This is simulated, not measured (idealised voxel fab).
A process module follows: voxel self aligned vias.
The width of the displayed cross-section, cut, is 180 nm; its cells are square, with a size of 5 nm.
Throughout this document, each cross-section is represented as a grid of square cells and is presented as a sequence of bands enumerated from the top downward, where a band comprises one or more rows of cells.
Basically the band line says how high the top is and how high the bottom is, in nm, and then what's in it from left to right, every material with its width in nm. Empty space shows up as "blank", and if a single material carries "throughout" it runs the full band edge to edge.
Convention: height 0 is the level below which the wafer, as received, is all one material. The lowest band does not terminate at the bottom but continues downward, represented as "z 0 and below".
Note: "30..40" means the width goes from the first number (top row of the band) to the second number (bottom row) in equal steps per row of cells.
"no modifications" after a step means that no cell of the cross-section changed.
Heads up: "Cavities, closed" only lists the empty pockets with no open path to the top that are 8 cells or more, and it writes them as width x height at distance, distance from the left edge, in nm.
Formally, on a step line, whatever follows the settings is a remark that the simulator itself makes on the step.
If you see "overlay nm" on a step's line and that step has a mask, it's telling you how far right of where it was planned the mask ended up; a negative number means it went left instead.

PLANNED PROCESS STEPS
1: RECEIVE | material Si
2: CONFORMAL_DEP | material SiO2 | thk nm 10
3: CONFORMAL_DEP | material SiCN | thk nm 5
4: DIRECTIONAL_DEP | material lowk | thk nm 20
5: MASKED_ETCH | tone open | mask id LINES | width nm 25 | pitch nm 65 | etch materials lowk | depth nm 20 | overlay nm 0
6: CONFORMAL_DEP | material TiN | thk nm 5
7: FILL_DEP | material W | thk nm 5
8: CMP | height nm 35
9: SELECTIVE_ETCH | etch materials W Ru TiN | depth nm 10
10: FILL_DEP | material SiN | thk nm 5
11: CMP | height nm 35
12: DIRECTIONAL_DEP | material lowk | thk nm 15
13: MASKED_ETCH | tone open | mask id VIAS | width nm 35 | etch materials lowk | depth nm 15 | overlay nm 0
14: MASKED_ETCH | tone open | mask id VIAS | width nm 35 | etch materials SiN | depth nm 10 | overlay nm 0
15: CONFORMAL_DEP | material TiN | thk nm 5
16: FILL_DEP | material W | thk nm 5
17: CMP | height nm 50
18: CONFORMAL_DEP | material SiN | thk nm 5

INCOMING WAFER IN CROSS-SECTION (STATE: AFTER STEP 1)
> z 0 and below  Si throughout
> Cavities, closed: none

HERE'S THE CROSS-SECTION OF THE FIRST OF OUR TWO WAFERS AT THE END OF THE MODULE - IT RAN AS PLANNED
> z 55 to 50  SiN throughout
> z 50 to 40  40 nm lowk / 5 nm TiN / 25 nm W / 5 nm TiN / 105 nm lowk
> z 40 to 35  40 nm lowk / 10 nm TiN / 15 nm W / 10 nm TiN / 105 nm lowk
> z 35 to 30  45 nm lowk / 5 nm TiN / 15 nm W / 5 nm TiN / 40 nm lowk / 25 nm SiN / 45 nm lowk
> z 30 to 25  45 nm lowk / 25 nm TiN / 40 nm lowk / 25 nm SiN / 45 nm lowk
> z 25 to 20  45 nm lowk / 5 nm TiN / 15 nm W / 5 nm TiN / 40 nm lowk / 5 nm TiN / 15 nm W / 5 nm TiN / 45 nm lowk
> z 20 to 15  45 nm lowk / 25 nm TiN / 40 nm lowk / 25 nm TiN / 45 nm lowk
> z 15 to 10  SiCN throughout
> z 10 to 0  SiO2 throughout
> z 0 and below  Si throughout
> Cavities, closed: none

THIS IS THE SECOND OF THE TWO WAFERS, CROSS-SECTIONED AT THE END OF THE MODULE; IT STARTED EXACTLY LIKE THE FIRST AND WAS GIVEN THE SAME PLAN, BUT IT WAS RUN WITH ONE MISTAKE
> z 55 to 50  SiN throughout
> z 50 to 35  40 nm lowk / 5 nm TiN / 25 nm W / 5 nm TiN / 105 nm lowk
> z 35 to 30  40 nm lowk / 5 nm TiN / 25 nm W / 5 nm TiN / 35 nm lowk / 25 nm SiN / 45 nm lowk
> z 30 to 25  40 nm lowk / 35 nm TiN / 35 nm lowk / 25 nm SiN / 45 nm lowk
> z 25 to 20  40 nm lowk / 10 nm TiN / 15 nm W / 10 nm TiN / 35 nm lowk / 5 nm TiN / 15 nm W / 5 nm TiN / 45 nm lowk
> z 20 to 15  45 nm lowk / 25 nm TiN / 40 nm lowk / 25 nm TiN / 45 nm lowk
> z 15 to 10  SiCN throughout
> z 10 to 0  SiO2 throughout
> z 0 and below  Si throughout
> Cavities, closed: none
Diagnosis: regarding the plan, step 13 was run twice
Final cells, second wafer relative to first, materials higher or lower: TiN +2, W +4, lowk -6
